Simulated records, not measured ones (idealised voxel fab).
Title: Process Module voxel wiring stack
The figure presents cross-section cut, which has a width of 205 nm and is divided into square cells with an edge length of 5 nm.
This document writes a cross-section as a grid whose cells are square, and gives it as bands, listed from the top down; one or more rows of cells form a band. A band entry consists of two parts. The first gives the height of the band's top and the height of its bottom, in nm. The rest lists the band's materials from left to right, each with its width in nm. A single material labelled with the word "all across" fills the band from edge to edge, and the word "empty" marks empty space. Height reference: 0 = level under which incoming wafer is all one material. Lowest band: no bottom, runs on downward, e.g. "0..down". Width "30..40": first value at the band's top row of cells, second value at its bottom row, equal change from row to row. Step note "nothing different" = no cross-section cell changed. Closed empty spaces (no open way to the top) of 8 cells or more are what "Closed void catalog" lists, each as width x height at distance from the left edge, nm for all three. That trailing text on a step's line, after the settings, is the simulator's own remark on the step. Each step line may optionally specify "overlay nm", which for a step with a mask gives the rightward distance between the mask's planned place and where it lay, a negative value indicating the leftward direction.

**Listed below are the process steps as planned**
- 1: RECEIVE with material Si
- 2: CONFORMAL_DEP with material SiO2, thk nm 15
- 3: DIRECTIONAL_DEP with material TiN, thk nm 5
- 4: DIRECTIONAL_DEP with material W, thk nm 25
- 5: PATTERN with tone cover, mask id METAL_1, material resist, width nm 30, pitch nm 55, thk nm 15, overlay nm 0
- 6: DIRECTIONAL_ETCH with etch materials W, depth nm 25
- 7: DIRECTIONAL_ETCH with etch materials TiN, depth nm 5
- 8: STRIP with etch materials resist
- 9: FILL_DEP with material lowk, thk nm 5
- 10: CMP with height nm 45
- 11: CONFORMAL_DEP with material SiCN, thk nm 5
- 12: DIRECTIONAL_DEP with material SiO2, thk nm 20
- 13: DIRECTIONAL_DEP with material aC, thk nm 10
- 14: PATTERN with tone open, mask id PLUG_1, material resist, width nm 15, pitch nm 110, thk nm 30, overlay nm 0
- 15: DIRECTIONAL_ETCH with etch materials aC, depth nm 10
- 16: STRIP with etch materials resist
- 17: DIRECTIONAL_ETCH with etch materials SiO2, depth nm 20
- 18: DIRECTIONAL_ETCH with etch materials SiCN, depth nm 5
- 19: STRIP with etch materials aC
- 20: CONFORMAL_DEP with material TiN, thk nm 5
- 21: FILL_DEP with material W, thk nm 5
- 22: CMP with height nm 70
- 23: DIRECTIONAL_DEP with material TiN, thk nm 5
- 24: DIRECTIONAL_DEP with material W, thk nm 15
- 25: PATTERN with tone cover, mask id METAL_2, material resist, width nm 30, pitch nm 55, thk nm 20, overlay nm 0
- 26: DIRECTIONAL_ETCH with etch materials W, depth nm 15
- 27: DIRECTIONAL_ETCH with etch materials TiN, depth nm 5
- 28: STRIP with etch materials resist
- 29: FILL_DEP with material SiO2, thk nm 10
- 30: CMP with height nm 90
- 31: CONFORMAL_DEP with material SiCN, thk nm 5
- 32: DIRECTIONAL_DEP with material lowk, thk nm 30
- 33: PATTERN with tone open, mask id METAL_3_HOLES, material resist, width nm 15, pitch nm 55, thk nm 20, overlay nm 0
- 34: DIRECTIONAL_ETCH with etch materials lowk, depth nm 30
- 35: STRIP with etch materials resist
- 36: MASKED_ETCH with tone open, mask id METAL_3, width nm 30, pitch nm 55, etch materials lowk, depth nm 15, overlay nm 0
- 37: MASKED_ETCH with tone open, mask id METAL_3, width nm 30, pitch nm 55, etch materials SiCN, depth nm 5, overlay nm 0
- 38: CONFORMAL_DEP with material TiN, thk nm 5
- 39: FILL_DEP with material Ru, thk nm 10
- 40: CMP with height nm 125
- 41: CONFORMAL_DEP with material SiN, thk nm 5

**Cross-section of the wafer as it came to us, i.e., already through step 1**
0..down = Si all across
Closed void catalog: none

**End state of the module in cross-section, given the above starting point and plan and one mistake in execution**
130..125 = SiN all across
125..115 = lowk: 30, then TiN: 5, then Ru: 20, then TiN: 5, then lowk: 25, then TiN: 5, then Ru: 20, then TiN: 5, then lowk: 25, then TiN: 5, then Ru: 20, then TiN: 5, then lowk: 35
115..110 = lowk: 30, then TiN: 5, then Ru: 5, then TiN: 20, then lowk: 25, then TiN: 5, then Ru: 5, then TiN: 20, then lowk: 25, then TiN: 5, then Ru: 5, then TiN: 20, then lowk: 35
110..95 = lowk: 30, then TiN: 5, then Ru: 5, then TiN: 5, then lowk: 40, then TiN: 5, then Ru: 5, then TiN: 5, then lowk: 40, then TiN: 5, then Ru: 5, then TiN: 5, then lowk: 50
95..90 = SiCN: 30, then TiN: 15, then SiCN: 40, then TiN: 15, then SiCN: 40, then TiN: 15, then SiCN: 50
90..75 = W: 30, then SiO2: 30, then W: 25, then SiO2: 30, then W: 25, then SiO2: 30, then W: 35
75..70 = TiN: 30, then SiO2: 30, then TiN: 25, then SiO2: 30, then TiN: 25, then SiO2: 30, then TiN: 35
70..50 = SiO2: 30, then TiN: 5, then W: 5, then TiN: 5, then SiO2: 95, then TiN: 5, then W: 5, then TiN: 5, then SiO2: 50
50..45 = SiCN: 30, then TiN: 15, then SiCN: 95, then TiN: 15, then SiCN: 50
45..20 = lowk: 30, then W: 30, then lowk: 25, then W: 30, then lowk: 25, then W: 30, then lowk: 35
20..15 = lowk: 30, then TiN: 30, then lowk: 25, then TiN: 30, then lowk: 25, then TiN: 30, then lowk: 35
15..0 = SiO2 all across
0..down = Si all across
Closed void catalog: none
Deviation from plan: step 25 ran as: PATTERN with tone open, mask id METAL_2, material resist, width nm 30, pitch nm 55, thk nm 20, overlay nm 0
